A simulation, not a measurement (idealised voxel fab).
Title: Process Module voxel ribs on slabs
Each square cell in cross-section cut measures 5 nm, and the section as a whole is 215 nm wide.
Cross-section layout: square cells on a grid; listed as bands, top to bottom; a band spans one or more cell rows.
What a band's entry tells you: where the top is and where the bottom is, as heights in nm, and after that what lies inside, material by material from left to right, each with its width in nm. Empty space is written as the word "empty", and a single material marked with the word "throughout" occupies the band from edge to edge.
Heights are expressed relative to 0, this being the level below which the as-received wafer comprises one material exclusively. The lowest band is unbounded in the downward direction and is denoted as in "z 0 and below".
A width given as "30..40" starts at the first number in the band's top row and ends at the second number in its bottom row, shifting by an equal amount at every step from row to row.
You'll sometimes find "no change occurred" written for a step, and that's the way of saying that nowhere in the cross-section did a cell change during that step.
The list in "Voids, fully enclosed" covers empty spaces of 8 cells or more that cannot reach the top through any open way, and it gives each as width x height at distance; the distance is from the left edge, and width, height and distance are in nm.
Text after the settings on a step's line: the simulator's own remark on that step.
overlay nm: on a step with a mask, how far right of its planned place the mask lay; negative means left.
[Steps in the process plan]
1) op RECEIVE | material Si
2) op DIRECTIONAL_DEP | material SiO2 | thk nm 25
3) op DIRECTIONAL_DEP | material SiN | thk nm 25
4) op MASKED_ETCH | tone cover | mask id RIB | width nm 30 | etch materials SiN | depth nm 15 | overlay nm 0
5) op DIRECTIONAL_DEP | material aC | thk nm 15
6) op PATTERN | tone cover | mask id SLAB | material resist | width nm 60 | thk nm 35 | overlay nm 0
7) op DIRECTIONAL_ETCH | etch materials aC | depth nm 15
8) op STRIP | etch materials resist
9) op DIRECTIONAL_ETCH | etch materials SiN | depth nm 10
10) op STRIP | etch materials aC
11) op FILL_DEP | material SiO2 | thk nm 25
12) op CMP | height nm 70
13) op DIRECTIONAL_DEP | material W | thk nm 10
14) op PATTERN | tone cover | mask id HEATER | material resist | width nm 40 | thk nm 20 | overlay nm 0
15) op DIRECTIONAL_ETCH | etch materials W | depth nm 10
16) op STRIP | etch materials resist
17) op CONFORMAL_DEP | material SiO2 | thk nm 5
[Shown in cross-section is the wafer as received, that is, as it stands after step 1]
- z 0 and below = Si throughout
- Voids, fully enclosed: none
[Run as planned - first of the two wafers cross-sectioned at the end of the module]
- z 85 to 80 = 80 of empty; 50 of SiO2; 85 of empty
- z 80 to 75 = 80 of empty; 5 of SiO2; 40 of W; 5 of SiO2; 85 of empty
- z 75 to 70 = 85 of SiO2; 40 of W; 90 of SiO2
- z 70 to 50 = SiO2 throughout
- z 50 to 35 = 90 of SiO2; 30 of SiN; 95 of SiO2
- z 35 to 25 = 75 of SiO2; 60 of SiN; 80 of SiO2
- z 25 to 0 = SiO2 throughout
- z 0 and below = Si throughout
- Voids, fully enclosed: none
[This cross-section belongs to the second wafer of two at the end of the module; the start and the plan were shared with the first, and the run included one mistake]
- z 80 to 70 = 85 of empty; 40 of W; 90 of empty
- z 70 to 50 = SiO2 throughout
- z 50 to 35 = 90 of SiO2; 30 of SiN; 95 of SiO2
- z 35 to 25 = 75 of SiO2; 60 of SiN; 80 of SiO2
- z 25 to 0 = SiO2 throughout
- z 0 and below = Si throughout
- Voids, fully enclosed: none
Where did the run depart from the plan? it should be noted that step 17 of the plan was omitted and was not performed
The closing comparison, in cells, has the second wafer with more or fewer of some materials than the first: SiO2 -47
